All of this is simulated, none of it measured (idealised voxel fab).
Name of the process module below: voxel self aligned vias
Xsec cut, 145 nm wide, square cell size 5 nm.
Notation: cross-section as square-cell grid; stated in bands, top first, going down; one or more cell rows per band. First you get the band's top height and its bottom height, in nm, and then the materials it's made of, left to right, with each width in nm. If you see a single material with "edge to edge", that one covers the band edge to edge. "air" is empty space. Height 0 is the level under which the wafer as received is all one material. The lowest band goes on downwards, as in "from 0 down". A width such as "30 to 40" changes by the same amount from each row of cells to the next, from the band's top row to its bottom row. When a step is marked "no alteration", none of the cells in the cross-section changed during that step. Heads up: "Enclosed internal cavities" only lists the empty pockets with no open path to the top that are 8 cells or more, and it writes them as width x height at distance, distance from the left edge, in nm. The remark found on a step's line after its settings is issued by the simulator itself and pertains to that step. "overlay nm" answers the question of how far to the right of plan the mask lay on a step that has a mask, and when it is negative the answer is to the left.

**Set out below are the planned steps of the process**
1) RECEIVE (material Si)
2) CONFORMAL_DEP (material SiO2; thk nm 10)
3) CONFORMAL_DEP (material SiCN; thk nm 5)
4) DIRECTIONAL_DEP (material SiO2; thk nm 20)
5) MASKED_ETCH (tone open; mask id LINES; width nm 20; pitch nm 45; etch materials SiO2; depth nm 20; overlay nm 0)
6) CONFORMAL_DEP (material TiN; thk nm 5)
7) FILL_DEP (material W; thk nm 5)
8) CMP (height nm 35)
9) SELECTIVE_ETCH (etch materials W Ru TiN; depth nm 10)
10) FILL_DEP (material SiN; thk nm 10)
11) CMP (height nm 35)
12) DIRECTIONAL_DEP (material SiO2; thk nm 15)
13) PATTERN (tone open; mask id VIAS; material resist; width nm 30; thk nm 20; overlay nm 0)
14) DIRECTIONAL_ETCH (etch materials SiO2; depth nm 15)
15) DIRECTIONAL_ETCH (etch materials SiN; depth nm 10)
16) STRIP (etch materials resist)
17) CONFORMAL_DEP (material TiN; thk nm 5)
18) FILL_DEP (material W; thk nm 5)
19) CMP (height nm 50)
20) CONFORMAL_DEP (material SiCN; thk nm 5)

**Below: the first of two wafers, run as planned**

**As received (post step 1): cross-section**
  from 0 down | Si edge to edge
  Enclosed internal cavities: none

**So this is the wafer cross-section right after step 2**
  from 10 to 0 | SiO2 edge to edge
  Note: structure below 0 unchanged.

**So this is the wafer cross-section right after step 3**
  from 15 to 10 | SiCN edge to edge
  Note: structure below 10 unchanged.

**So this is the wafer cross-section right after step 4**
  from 35 to 15 | SiO2 edge to edge
  Note: structure below 15 unchanged.

**So this is the wafer cross-section right after step 5**
  from 35 to 15 | SiO2 40; air 20; SiO2 25; air 20; SiO2 40
  Note: structure below 15 unchanged.

**So this is the wafer cross-section right after step 6**
  from 40 to 35 | TiN 45; air 10; TiN 35; air 10; TiN 45
  from 35 to 20 | SiO2 40; TiN 5; air 10; TiN 5; SiO2 25; TiN 5; air 10; TiN 5; SiO2 40
  from 20 to 15 | SiO2 40; TiN 20; SiO2 25; TiN 20; SiO2 40
  Note: structure below 15 unchanged.

**So this is the wafer cross-section right after step 7**
  from 45 to 40 | W edge to edge
  from 40 to 35 | TiN 45; W 10; TiN 35; W 10; TiN 45
  from 35 to 20 | SiO2 40; TiN 5; W 10; TiN 5; SiO2 25; TiN 5; W 10; TiN 5; SiO2 40
  Note: structure below 20 unchanged.

**So this is the wafer cross-section right after step 8**
  from 35 to 20 | SiO2 40; TiN 5; W 10; TiN 5; SiO2 25; TiN 5; W 10; TiN 5; SiO2 40
  Note: structure below 20 unchanged.

**So this is the wafer cross-section right after step 9**
  from 35 to 25 | SiO2 40; air 20; SiO2 25; air 20; SiO2 40
  Note: structure below 25 unchanged.

**So this is the wafer cross-section right after step 10**
  from 45 to 35 | SiN edge to edge
  from 35 to 25 | SiO2 40; SiN 20; SiO2 25; SiN 20; SiO2 40
  Note: structure below 25 unchanged.

**So this is the wafer cross-section right after step 11**
  from 35 to 25 | SiO2 40; SiN 20; SiO2 25; SiN 20; SiO2 40
  Note: structure below 25 unchanged.

**So this is the wafer cross-section right after step 12**
  from 50 to 35 | SiO2 edge to edge
  Note: structure below 35 unchanged.

**So this is the wafer cross-section right after step 13**
  from 70 to 50 | resist 35; air 30; resist 80
  Note: structure below 50 unchanged.

**So this is the wafer cross-section right after step 14**
  from 70 to 50 | resist 35; air 30; resist 80
  from 50 to 35 | SiO2 35; air 30; SiO2 80
  Note: structure below 35 unchanged.

**So this is the wafer cross-section right after step 15**
  from 70 to 50 | resist 35; air 30; resist 80
  from 50 to 35 | SiO2 35; air 30; SiO2 80
  from 35 to 25 | SiO2 40; air 20; SiO2 25; SiN 20; SiO2 40
  Note: structure below 25 unchanged.

**So this is the wafer cross-section right after step 16**
  from 50 to 35 | SiO2 35; air 30; SiO2 80
  Note: structure below 35 unchanged.

**So this is the wafer cross-section right after step 17**
  from 55 to 50 | TiN 40; air 20; TiN 85
  from 50 to 40 | SiO2 35; TiN 5; air 20; TiN 5; SiO2 80
  from 40 to 35 | SiO2 35; TiN 10; air 10; TiN 10; SiO2 80
  from 35 to 30 | SiO2 40; TiN 5; air 10; TiN 5; SiO2 25; SiN 20; SiO2 40
  from 30 to 25 | SiO2 40; TiN 20; SiO2 25; SiN 20; SiO2 40
  Note: structure below 25 unchanged.

**So this is the wafer cross-section right after step 18**
  from 60 to 55 | W edge to edge
  from 55 to 50 | TiN 40; W 20; TiN 85
  from 50 to 40 | SiO2 35; TiN 5; W 20; TiN 5; SiO2 80
  from 40 to 35 | SiO2 35; TiN 10; W 10; TiN 10; SiO2 80
  from 35 to 30 | SiO2 40; TiN 5; W 10; TiN 5; SiO2 25; SiN 20; SiO2 40
  Note: structure below 30 unchanged.

**So this is the wafer cross-section right after step 19**
  from 50 to 40 | SiO2 35; TiN 5; W 20; TiN 5; SiO2 80
  Note: structure below 40 unchanged.

**So this is the wafer cross-section right after step 20**
  from 55 to 50 | SiCN edge to edge
  Note: structure below 50 unchanged.

**For the second wafer, take the first wafer's start and plan, then add one mistake made in running it; everything through step 12, that step included, is shared with the first**

**What the second wafer looks like in cross-section when step 13 should have wrapped up**
  from 70 to 50 | air 35; resist 30; air 80
  Note: structure below 50 unchanged.

**What the second wafer looks like in cross-section when step 14 should have wrapped up**
  from 70 to 50 | air 35; resist 30; air 80
  from 50 to 35 | air 35; SiO2 30; air 80
  Note: structure below 35 unchanged.

**What the second wafer looks like in cross-section when step 15 should have wrapped up**
  from 70 to 50 | air 35; resist 30; air 80
  from 50 to 35 | air 35; SiO2 30; air 80
  from 35 to 25 | SiO2 40; SiN 20; SiO2 25; air 20; SiO2 40
  Note: structure below 25 unchanged.

**What the second wafer looks like in cross-section when step 16 should have wrapped up**
  from 50 to 35 | air 35; SiO2 30; air 80
  Note: structure below 35 unchanged.

**What the second wafer looks like in cross-section when step 17 should have wrapped up**
  from 55 to 50 | air 30; TiN 40; air 75
  from 50 to 40 | air 30; TiN 5; SiO2 30; TiN 5; air 75
  from 40 to 35 | TiN 35; SiO2 30; TiN 25; air 10; TiN 45
  from 35 to 30 | SiO2 40; SiN 20; SiO2 25; TiN 5; air 10; TiN 5; SiO2 40
  from 30 to 25 | SiO2 40; SiN 20; SiO2 25; TiN 20; SiO2 40
  Note: structure below 25 unchanged.

**What the second wafer looks like in cross-section when step 18 should have wrapped up**
  from 60 to 55 | W edge to edge
  from 55 to 50 | W 30; TiN 40; W 75
  from 50 to 40 | W 30; TiN 5; SiO2 30; TiN 5; W 75
  from 40 to 35 | TiN 35; SiO2 30; TiN 25; W 10; TiN 45
  from 35 to 30 | SiO2 40; SiN 20; SiO2 25; TiN 5; W 10; TiN 5; SiO2 40
  Note: structure below 30 unchanged.

**What the second wafer looks like in cross-section when step 19 should have wrapped up**
  from 50 to 40 | W 30; TiN 5; SiO2 30; TiN 5; W 75
  Note: structure below 40 unchanged.

**What the second wafer looks like in cross-section when step 20 should have wrapped up**
  from 55 to 50 | SiCN edge to edge
  Note: structure below 50 unchanged.
Run error: it should be noted that step 13 was executed with settings other than those planned, the operation and settings actually applied being PATTERN (tone cover; mask id VIAS; material resist; width nm 30; thk nm 20; overlay nm 0)
End check, counted in cells, second wafer has more or fewer of these materials than the first: -51 SiO2, +17 TiN, +34 W
